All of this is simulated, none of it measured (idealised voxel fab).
process module | voxel capacitor over wiring
The figure presents cross-section cut, which has a width of 175 nm and is divided into square cells with an edge length of 5 nm.
This document writes a cross-section as a grid whose cells are square, and gives it as bands, listed from the top down; one or more rows of cells form a band.
The entry gives the band's vertical extent as a top height and a bottom height in nm, then its horizontal make-up as materials from left to right, each with a width in nm. "empty" stands for empty space; a single material marked "all across" fills the band edge to edge.
All heights in this document are referenced to 0, defined as the level beneath which the wafer, as received, consists entirely of one material. The lowest band is not bounded below; it extends indefinitely downward and is written in the form "0..down".
Width spec "30..40" -> top row of cells at first value, bottom row at second value, equal per-row change in between.
"no modification" for a step: no cell of the cross-section changed in that step.
Heads up: "Sealed void inventory" only lists the empty pockets with no open path to the top that are 8 cells or more, and it writes them as width x height at distance, distance from the left edge, in nm.
It should be noted that, on the line of a given step, the content following the step's settings is a remark produced by the simulator itself with respect to that step.
The optional step-line setting "overlay nm" applies to steps with a mask and quantifies how far to the right of its planned location the mask lay, a negative value indicating leftward placement.

## Process steps - plan
- 1: op RECEIVE | material Si
- 2: op CONFORMAL_DEP | material SiO2 | thk nm 10
- 3: op DIRECTIONAL_DEP | material TiN | thk nm 5
- 4: op DIRECTIONAL_DEP | material W | thk nm 20
- 5: op DIRECTIONAL_DEP | material aC | thk nm 10
- 6: op PATTERN | tone cover | mask id METAL_1 | material resist | width nm 30 | pitch nm 80 | thk nm 25 | overlay nm 0
- 7: op DIRECTIONAL_ETCH | etch materials aC | depth nm 10
- 8: op STRIP | etch materials resist
- 9: op DIRECTIONAL_ETCH | etch materials W | depth nm 20
- 10: op DIRECTIONAL_ETCH | etch materials TiN | depth nm 5
- 11: op STRIP | etch materials aC
- 12: op CONFORMAL_DEP | material SiCN | thk nm 5
- 13: op FILL_DEP | material lowk | thk nm 10
- 14: op CMP | height nm 35
- 15: op CONFORMAL_DEP | material SiCN | thk nm 5
- 16: op DIRECTIONAL_DEP | material lowk | thk nm 10
- 17: op PATTERN | tone open | mask id PLUG_1 | material resist | width nm 15 | thk nm 15 | overlay nm 0
- 18: op DIRECTIONAL_ETCH | etch materials lowk | depth nm 10
- 19: op DIRECTIONAL_ETCH | etch materials SiCN | depth nm 5
- 20: op STRIP | etch materials resist
- 21: op EPI | material Ru | thk nm 10
- 22: op EPI | material Ru | thk nm 5
- 23: op DIRECTIONAL_DEP | material TiN | thk nm 10
- 24: op DIRECTIONAL_DEP | material SiN | thk nm 5
- 25: op DIRECTIONAL_DEP | material TiN | thk nm 10
- 26: op PATTERN | tone cover | mask id UPPER_PLATE | material resist | width nm 55 | thk nm 15 | overlay nm 0
- 27: op DIRECTIONAL_ETCH | etch materials TiN | depth nm 10
- 28: op DIRECTIONAL_ETCH | etch materials SiN | depth nm 5
- 29: op STRIP | etch materials resist
- 30: op MASKED_ETCH | tone cover | mask id LOWER_PLATE | width nm 65 | etch materials TiN | depth nm 10 | overlay nm 0
- 31: op FILL_DEP | material SiO2 | thk nm 20
- 32: op CMP | height nm 90
- 33: op PATTERN | tone open | mask id PLUG_2 | material resist | width nm 15 | thk nm 15 | overlay nm 0
- 34: op DIRECTIONAL_ETCH | etch materials SiO2 | depth nm 15
- 35: op STRIP | etch materials resist
- 36: op CONFORMAL_DEP | material TiN | thk nm 5
- 37: op FILL_DEP | material Ru | thk nm 10
- 38: op CMP | height nm 90
- 39: op CONFORMAL_DEP | material SiCN | thk nm 5

## Incoming wafer in cross-section (state: after step 1)
* 0..down | Si all across
* Sealed void inventory: none

## The plan above was carried out on the starting structure above with one mistake, and this cross-section shows the wafer at the end of the module
* 95..90 | SiCN all across
* 90..80 | SiO2: 65  TiN: 5  Ru: 5  TiN: 5  SiO2: 95
* 80..75 | SiO2: 65  TiN: 15  SiO2: 95
* 75..65 | SiO2: 45  TiN: 55  SiO2: 75
* 65..60 | SiO2: 45  SiN: 55  SiO2: 75
* 60..50 | SiO2: 40  TiN: 65  SiO2: 70
* 50..40 | lowk: 45  Ru: 15  lowk: 115
* 40..35 | SiCN: 45  Ru: 15  SiCN: 115
* 35..15 | lowk: 25  SiCN: 5  W: 30  SiCN: 5  lowk: 40  SiCN: 5  W: 30  SiCN: 5  lowk: 30
* 15..10 | SiCN: 30  TiN: 30  SiCN: 50  TiN: 30  SiCN: 35
* 10..0 | SiO2 all across
* 0..down | Si all across
* Sealed void inventory: none
What broke from the plan during processing? planned and actual differ for step 33; actual: op PATTERN | tone open | mask id PLUG_2 | material resist | width nm 15 | thk nm 15 | overlay nm 10
